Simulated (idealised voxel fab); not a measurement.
The name of this process module is voxel capacitor over wiring.
For reference, the cross-section in this document is cut, with width 160 nm and square cells of 5 nm.
A cross-section is written here as square cells arranged in a grid, and it is given in bands from the top down, each band taking up one or more rows of cells. Basically the band line says how high the top is and how high the bottom is, in nm, and then what's in it from left to right, every material with its width in nm. Empty space shows up as "air", and if a single material carries "throughout" it runs the full band edge to edge. Where do heights start? At 0: under that level the wafer as delivered is made of one material only. And the lowest band has no floor; it just carries on downward, as in "0 nm and below". The width entry "30->40" should be interpreted row by row: the top row of cells in the band takes the first number, the bottom row takes the second number, and the change between adjacent rows is uniform throughout. "remained unchanged" means the step left every cell of the cross-section as it was. If an empty space has no open way to the top and is at least 8 cells in size, "Enclosed internal voids" lists it, written width x height at distance, where distance is measured from the left edge and every value is in nm. It should be noted that, on the line of a given step, the content following the step's settings is a remark produced by the simulator itself with respect to that step. On any step carrying a mask, the "overlay nm" setting, if present on the step's line, tells how far right of its planned place the mask lay; negative values point to the left.

THE FOLLOWING LIST GIVES THE PLANNED PROCESS STEPS
1 RECEIVE: material Si
2 CONFORMAL_DEP: material SiO2, thk nm 10
3 DIRECTIONAL_DEP: material TiN, thk nm 5
4 DIRECTIONAL_DEP: material Ru, thk nm 15
5 PATTERN: tone cover, mask id METAL_1, material resist, width nm 25, pitch nm 95, thk nm 20, overlay nm 0
6 DIRECTIONAL_ETCH: etch materials Ru, depth nm 15
7 DIRECTIONAL_ETCH: etch materials TiN, depth nm 5
8 STRIP: etch materials resist
9 CONFORMAL_DEP: material SiCN, thk nm 5
10 FILL_DEP: material SiO2, thk nm 5
11 CMP: height nm 30
12 CONFORMAL_DEP: material SiCN, thk nm 5
13 DIRECTIONAL_DEP: material SiO2, thk nm 15
14 DIRECTIONAL_DEP: material aC, thk nm 10
15 PATTERN: tone open, mask id PLUG_1, material resist, width nm 15, thk nm 25, overlay nm 0
16 DIRECTIONAL_ETCH: etch materials aC, depth nm 10
17 STRIP: etch materials resist
18 DIRECTIONAL_ETCH: etch materials SiO2, depth nm 15
19 DIRECTIONAL_ETCH: etch materials SiCN, depth nm 5
20 STRIP: etch materials aC
21 CONFORMAL_DEP: material TiN, thk nm 5
22 FILL_DEP: material Cu, thk nm 5
23 CMP: height nm 50
24 DIRECTIONAL_DEP: material TiN, thk nm 10
25 DIRECTIONAL_DEP: material HfO2, thk nm 5
26 DIRECTIONAL_DEP: material TiN, thk nm 10
27 DIRECTIONAL_DEP: material aC, thk nm 10
28 PATTERN: tone cover, mask id UPPER_PLATE, material resist, width nm 75, thk nm 30, overlay nm 0
29 DIRECTIONAL_ETCH: etch materials aC, depth nm 10
30 STRIP: etch materials resist
31 DIRECTIONAL_ETCH: etch materials TiN, depth nm 10
32 DIRECTIONAL_ETCH: etch materials HfO2, depth nm 5
33 STRIP: etch materials aC
34 DIRECTIONAL_DEP: material aC, thk nm 10
35 PATTERN: tone cover, mask id LOWER_PLATE, material resist, width nm 85, thk nm 25, overlay nm 0
36 DIRECTIONAL_ETCH: etch materials aC, depth nm 10
37 STRIP: etch materials resist
38 DIRECTIONAL_ETCH: etch materials TiN, depth nm 10
39 STRIP: etch materials aC
40 FILL_DEP: material SiO2, thk nm 20
41 CMP: height nm 90
42 MASKED_ETCH: tone open, mask id PLUG_2, width nm 15, etch materials SiO2, depth nm 15, overlay nm 0
43 CONFORMAL_DEP: material TiN, thk nm 5
44 FILL_DEP: material Cu, thk nm 5
45 CMP: height nm 90
46 CONFORMAL_DEP: material SiN, thk nm 5

THE FIRST OF THE TWO WAFERS, WHICH RAN AS PLANNED

CROSS-SECTIONAL VIEW OF THE WAFER IN ITS AS-RECEIVED CONDITION, CORRESPONDING TO THE STATE AFTER STEP 1
* 0 nm and below = Si throughout
* Enclosed internal voids: none

YOU'RE LOOKING AT A CROSS-SECTION OF THE WAFER AFTER STEP 2
* 10 nm to 0 nm = SiO2 throughout
* Below a height of 0, the structure has not been altered.

YOU'RE LOOKING AT A CROSS-SECTION OF THE WAFER AFTER STEP 3
* 15 nm to 10 nm = TiN throughout
* Below a height of 10, the structure has not been altered.

YOU'RE LOOKING AT A CROSS-SECTION OF THE WAFER AFTER STEP 4
* 30 nm to 15 nm = Ru throughout
* Below a height of 15, the structure has not been altered.

YOU'RE LOOKING AT A CROSS-SECTION OF THE WAFER AFTER STEP 5
* 50 nm to 30 nm = air: 20 / resist: 25 / air: 70 / resist: 25 / air: 20
* Below a height of 30, the structure has not been altered.

YOU'RE LOOKING AT A CROSS-SECTION OF THE WAFER AFTER STEP 6
* 50 nm to 30 nm = air: 20 / resist: 25 / air: 70 / resist: 25 / air: 20
* 30 nm to 15 nm = air: 20 / Ru: 25 / air: 70 / Ru: 25 / air: 20
* Below a height of 15, the structure has not been altered.

YOU'RE LOOKING AT A CROSS-SECTION OF THE WAFER AFTER STEP 7
* 50 nm to 30 nm = air: 20 / resist: 25 / air: 70 / resist: 25 / air: 20
* 30 nm to 15 nm = air: 20 / Ru: 25 / air: 70 / Ru: 25 / air: 20
* 15 nm to 10 nm = air: 20 / TiN: 25 / air: 70 / TiN: 25 / air: 20
* Below a height of 10, the structure has not been altered.

YOU'RE LOOKING AT A CROSS-SECTION OF THE WAFER AFTER STEP 8
* 30 nm to 15 nm = air: 20 / Ru: 25 / air: 70 / Ru: 25 / air: 20
* Below a height of 15, the structure has not been altered.

YOU'RE LOOKING AT A CROSS-SECTION OF THE WAFER AFTER STEP 9
* 35 nm to 30 nm = air: 15 / SiCN: 35 / air: 60 / SiCN: 35 / air: 15
* 30 nm to 15 nm = air: 15 / SiCN: 5 / Ru: 25 / SiCN: 5 / air: 60 / SiCN: 5 / Ru: 25 / SiCN: 5 / air: 15
* 15 nm to 10 nm = SiCN: 20 / TiN: 25 / SiCN: 70 / TiN: 25 / SiCN: 20
* Below a height of 10, the structure has not been altered.

YOU'RE LOOKING AT A CROSS-SECTION OF THE WAFER AFTER STEP 10
* 40 nm to 35 nm = SiO2 throughout
* 35 nm to 30 nm = SiO2: 15 / SiCN: 35 / SiO2: 60 / SiCN: 35 / SiO2: 15
* 30 nm to 15 nm = SiO2: 15 / SiCN: 5 / Ru: 25 / SiCN: 5 / SiO2: 60 / SiCN: 5 / Ru: 25 / SiCN: 5 / SiO2: 15
* Below a height of 15, the structure has not been altered.

YOU'RE LOOKING AT A CROSS-SECTION OF THE WAFER AFTER STEP 11
* 30 nm to 15 nm = SiO2: 15 / SiCN: 5 / Ru: 25 / SiCN: 5 / SiO2: 60 / SiCN: 5 / Ru: 25 / SiCN: 5 / SiO2: 15
* Below a height of 15, the structure has not been altered.

YOU'RE LOOKING AT A CROSS-SECTION OF THE WAFER AFTER STEP 12
* 35 nm to 30 nm = SiCN throughout
* Below a height of 30, the structure has not been altered.

YOU'RE LOOKING AT A CROSS-SECTION OF THE WAFER AFTER STEP 13
* 50 nm to 35 nm = SiO2 throughout
* Below a height of 35, the structure has not been altered.

YOU'RE LOOKING AT A CROSS-SECTION OF THE WAFER AFTER STEP 14
* 60 nm to 50 nm = aC throughout
* Below a height of 50, the structure has not been altered.

YOU'RE LOOKING AT A CROSS-SECTION OF THE WAFER AFTER STEP 15
* 85 nm to 60 nm = resist: 30 / air: 15 / resist: 115
* Below a height of 60, the structure has not been altered.

YOU'RE LOOKING AT A CROSS-SECTION OF THE WAFER AFTER STEP 16
* 75 nm to 60 nm = resist: 30 / air: 15 / resist: 115
* 60 nm to 50 nm = aC: 30 / air: 15 / aC: 115
* Below a height of 50, the structure has not been altered.

YOU'RE LOOKING AT A CROSS-SECTION OF THE WAFER AFTER STEP 17
* 60 nm to 50 nm = aC: 30 / air: 15 / aC: 115
* Below a height of 50, the structure has not been altered.

YOU'RE LOOKING AT A CROSS-SECTION OF THE WAFER AFTER STEP 18
* 60 nm to 50 nm = aC: 30 / air: 15 / aC: 115
* 50 nm to 35 nm = SiO2: 30 / air: 15 / SiO2: 115
* Below a height of 35, the structure has not been altered.

YOU'RE LOOKING AT A CROSS-SECTION OF THE WAFER AFTER STEP 19
* 60 nm to 50 nm = aC: 30 / air: 15 / aC: 115
* 50 nm to 35 nm = SiO2: 30 / air: 15 / SiO2: 115
* 35 nm to 30 nm = SiCN: 30 / air: 15 / SiCN: 115
* Below a height of 30, the structure has not been altered.

YOU'RE LOOKING AT A CROSS-SECTION OF THE WAFER AFTER STEP 20
* 50 nm to 35 nm = SiO2: 30 / air: 15 / SiO2: 115
* Below a height of 35, the structure has not been altered.

YOU'RE LOOKING AT A CROSS-SECTION OF THE WAFER AFTER STEP 21
* 55 nm to 50 nm = TiN: 35 / air: 5 / TiN: 120
* 50 nm to 35 nm = SiO2: 30 / TiN: 5 / air: 5 / TiN: 5 / SiO2: 115
* 35 nm to 30 nm = SiCN: 30 / TiN: 15 / SiCN: 115
* Below a height of 30, the structure has not been altered.

YOU'RE LOOKING AT A CROSS-SECTION OF THE WAFER AFTER STEP 22
* 60 nm to 55 nm = Cu throughout
* 55 nm to 50 nm = TiN: 35 / Cu: 5 / TiN: 120
* 50 nm to 35 nm = SiO2: 30 / TiN: 5 / Cu: 5 / TiN: 5 / SiO2: 115
* Below a height of 35, the structure has not been altered.

YOU'RE LOOKING AT A CROSS-SECTION OF THE WAFER AFTER STEP 23
* 50 nm to 35 nm = SiO2: 30 / TiN: 5 / Cu: 5 / TiN: 5 / SiO2: 115
* Below a height of 35, the structure has not been altered.

YOU'RE LOOKING AT A CROSS-SECTION OF THE WAFER AFTER STEP 24
* 60 nm to 50 nm = TiN throughout
* Below a height of 50, the structure has not been altered.

YOU'RE LOOKING AT A CROSS-SECTION OF THE WAFER AFTER STEP 25
* 65 nm to 60 nm = HfO2 throughout
* Below a height of 60, the structure has not been altered.

YOU'RE LOOKING AT A CROSS-SECTION OF THE WAFER AFTER STEP 26
* 75 nm to 65 nm = TiN throughout
* Below a height of 65, the structure has not been altered.

YOU'RE LOOKING AT A CROSS-SECTION OF THE WAFER AFTER STEP 27
* 85 nm to 75 nm = aC throughout
* Below a height of 75, the structure has not been altered.

YOU'RE LOOKING AT A CROSS-SECTION OF THE WAFER AFTER STEP 28
* 115 nm to 85 nm = air: 30 / resist: 75 / air: 55
* Below a height of 85, the structure has not been altered.

YOU'RE LOOKING AT A CROSS-SECTION OF THE WAFER AFTER STEP 29
* 105 nm to 85 nm = air: 30 / resist: 75 / air: 55
* 85 nm to 75 nm = air: 30 / aC: 75 / air: 55
* Below a height of 75, the structure has not been altered.

YOU'RE LOOKING AT A CROSS-SECTION OF THE WAFER AFTER STEP 30
* 85 nm to 75 nm = air: 30 / aC: 75 / air: 55
* Below a height of 75, the structure has not been altered.

YOU'RE LOOKING AT A CROSS-SECTION OF THE WAFER AFTER STEP 31
* 85 nm to 75 nm = air: 30 / aC: 75 / air: 55
* 75 nm to 65 nm = air: 30 / TiN: 75 / air: 55
* Below a height of 65, the structure has not been altered.

YOU'RE LOOKING AT A CROSS-SECTION OF THE WAFER AFTER STEP 32
* 85 nm to 75 nm = air: 30 / aC: 75 / air: 55
* 75 nm to 65 nm = air: 30 / TiN: 75 / air: 55
* 65 nm to 60 nm = air: 30 / HfO2: 75 / air: 55
* Below a height of 60, the structure has not been altered.

YOU'RE LOOKING AT A CROSS-SECTION OF THE WAFER AFTER STEP 33
* 75 nm to 65 nm = air: 30 / TiN: 75 / air: 55
* Below a height of 65, the structure has not been altered.

YOU'RE LOOKING AT A CROSS-SECTION OF THE WAFER AFTER STEP 34
* 85 nm to 75 nm = air: 30 / aC: 75 / air: 55
* 75 nm to 70 nm = air: 30 / TiN: 75 / air: 55
* 70 nm to 65 nm = aC: 30 / TiN: 75 / aC: 55
* 65 nm to 60 nm = aC: 30 / HfO2: 75 / aC: 55
* Below a height of 60, the structure has not been altered.

YOU'RE LOOKING AT A CROSS-SECTION OF THE WAFER AFTER STEP 35
* 110 nm to 85 nm = air: 25 / resist: 85 / air: 50
* 85 nm to 75 nm = air: 25 / resist: 5 / aC: 75 / resist: 5 / air: 50
* 75 nm to 70 nm = air: 25 / resist: 5 / TiN: 75 / resist: 5 / air: 50
* Below a height of 70, the structure has not been altered.

YOU'RE LOOKING AT A CROSS-SECTION OF THE WAFER AFTER STEP 36
* 100 nm to 85 nm = air: 25 / resist: 85 / air: 50
* 85 nm to 75 nm = air: 25 / resist: 5 / aC: 75 / resist: 5 / air: 50
* 75 nm to 70 nm = air: 25 / resist: 5 / TiN: 75 / resist: 5 / air: 50
* 70 nm to 65 nm = air: 25 / aC: 5 / TiN: 75 / aC: 5 / air: 50
* 65 nm to 60 nm = air: 25 / aC: 5 / HfO2: 75 / aC: 5 / air: 50
* Below a height of 60, the structure has not been altered.

YOU'RE LOOKING AT A CROSS-SECTION OF THE WAFER AFTER STEP 37
* 85 nm to 75 nm = air: 30 / aC: 75 / air: 55
* 75 nm to 70 nm = air: 30 / TiN: 75 / air: 55
* Below a height of 70, the structure has not been altered.

YOU'RE LOOKING AT A CROSS-SECTION OF THE WAFER AFTER STEP 38
* 85 nm to 75 nm = air: 30 / aC: 75 / air: 55
* 75 nm to 70 nm = air: 30 / TiN: 75 / air: 55
* 70 nm to 65 nm = air: 25 / aC: 5 / TiN: 75 / aC: 5 / air: 50
* 65 nm to 60 nm = air: 25 / aC: 5 / HfO2: 75 / aC: 5 / air: 50
* 60 nm to 50 nm = air: 25 / TiN: 85 / air: 50
* Below a height of 50, the structure has not been altered.

YOU'RE LOOKING AT A CROSS-SECTION OF THE WAFER AFTER STEP 39
* 75 nm to 65 nm = air: 30 / TiN: 75 / air: 55
* 65 nm to 60 nm = air: 30 / HfO2: 75 / air: 55
* Below a height of 60, the structure has not been altered.

YOU'RE LOOKING AT A CROSS-SECTION OF THE WAFER AFTER STEP 40
* 95 nm to 75 nm = SiO2 throughout
* 75 nm to 65 nm = SiO2: 30 / TiN: 75 / SiO2: 55
* 65 nm to 60 nm = SiO2: 30 / HfO2: 75 / SiO2: 55
* 60 nm to 50 nm = SiO2: 25 / TiN: 85 / SiO2: 50
* Below a height of 50, the structure has not been altered.

YOU'RE LOOKING AT A CROSS-SECTION OF THE WAFER AFTER STEP 41
* 90 nm to 75 nm = SiO2 throughout
* Below a height of 75, the structure has not been altered.

YOU'RE LOOKING AT A CROSS-SECTION OF THE WAFER AFTER STEP 42
* 90 nm to 75 nm = SiO2: 40 / air: 15 / SiO2: 105
* Below a height of 75, the structure has not been altered.

YOU'RE LOOKING AT A CROSS-SECTION OF THE WAFER AFTER STEP 43
* 95 nm to 90 nm = TiN: 45 / air: 5 / TiN: 110
* 90 nm to 80 nm = SiO2: 40 / TiN: 5 / air: 5 / TiN: 5 / SiO2: 105
* 80 nm to 75 nm = SiO2: 40 / TiN: 15 / SiO2: 105
* Below a height of 75, the structure has not been altered.

YOU'RE LOOKING AT A CROSS-SECTION OF THE WAFER AFTER STEP 44
* 100 nm to 95 nm = Cu throughout
* 95 nm to 90 nm = TiN: 45 / Cu: 5 / TiN: 110
* 90 nm to 80 nm = SiO2: 40 / TiN: 5 / Cu: 5 / TiN: 5 / SiO2: 105
* Below a height of 80, the structure has not been altered.

YOU'RE LOOKING AT A CROSS-SECTION OF THE WAFER AFTER STEP 45
* 90 nm to 80 nm = SiO2: 40 / TiN: 5 / Cu: 5 / TiN: 5 / SiO2: 105
* Below a height of 80, the structure has not been altered.

YOU'RE LOOKING AT A CROSS-SECTION OF THE WAFER AFTER STEP 46
* 95 nm to 90 nm = SiN throughout
* Below a height of 90, the structure has not been altered.

THE REMAINING WAFER, SECOND OF THE TWO, STARTED LIKE THE FIRST AND WAS RUN TO THE SAME PLAN, EXCEPT THAT ONE MISTAKE WAS MADE ALONG THE WAY; THE TWO COINCIDE THROUGH STEP 41, INCLUSIVE

CROSS-SECTIONAL VIEW OF THE SECOND WAFER AT THE INTENDED END TIME OF PROCESS STEP 42
* 90 nm to 75 nm = air: 40 / SiO2: 15 / air: 105
* Below a height of 75, the structure has not been altered.

CROSS-SECTIONAL VIEW OF THE SECOND WAFER AT THE INTENDED END TIME OF PROCESS STEP 43
* 95 nm to 90 nm = air: 35 / TiN: 25 / air: 100
* 90 nm to 80 nm = air: 35 / TiN: 5 / SiO2: 15 / TiN: 5 / air: 100
* 80 nm to 75 nm = TiN: 40 / SiO2: 15 / TiN: 105
* Below a height of 75, the structure has not been altered.

CROSS-SECTIONAL VIEW OF THE SECOND WAFER AT THE INTENDED END TIME OF PROCESS STEP 44
* 100 nm to 95 nm = Cu throughout
* 95 nm to 90 nm = Cu: 35 / TiN: 25 / Cu: 100
* 90 nm to 80 nm = Cu: 35 / TiN: 5 / SiO2: 15 / TiN: 5 / Cu: 100
* Below a height of 80, the structure has not been altered.

CROSS-SECTIONAL VIEW OF THE SECOND WAFER AT THE INTENDED END TIME OF PROCESS STEP 45
* 90 nm to 80 nm = Cu: 35 / TiN: 5 / SiO2: 15 / TiN: 5 / Cu: 100
* Below a height of 80, the structure has not been altered.

CROSS-SECTIONAL VIEW OF THE SECOND WAFER AT THE INTENDED END TIME OF PROCESS STEP 46
* 95 nm to 90 nm = SiN throughout
* Below a height of 90, the structure has not been altered.
Error vs. plan: step 42 ran with different settings than intended, the actual operation and settings being MASKED_ETCH: tone cover, mask id PLUG_2, width nm 15, etch materials SiO2, depth nm 15, overlay nm 0
End of process, cell counts, second wafer against first, materials with more or fewer: +52 Cu, -78 SiO2, +26 TiN
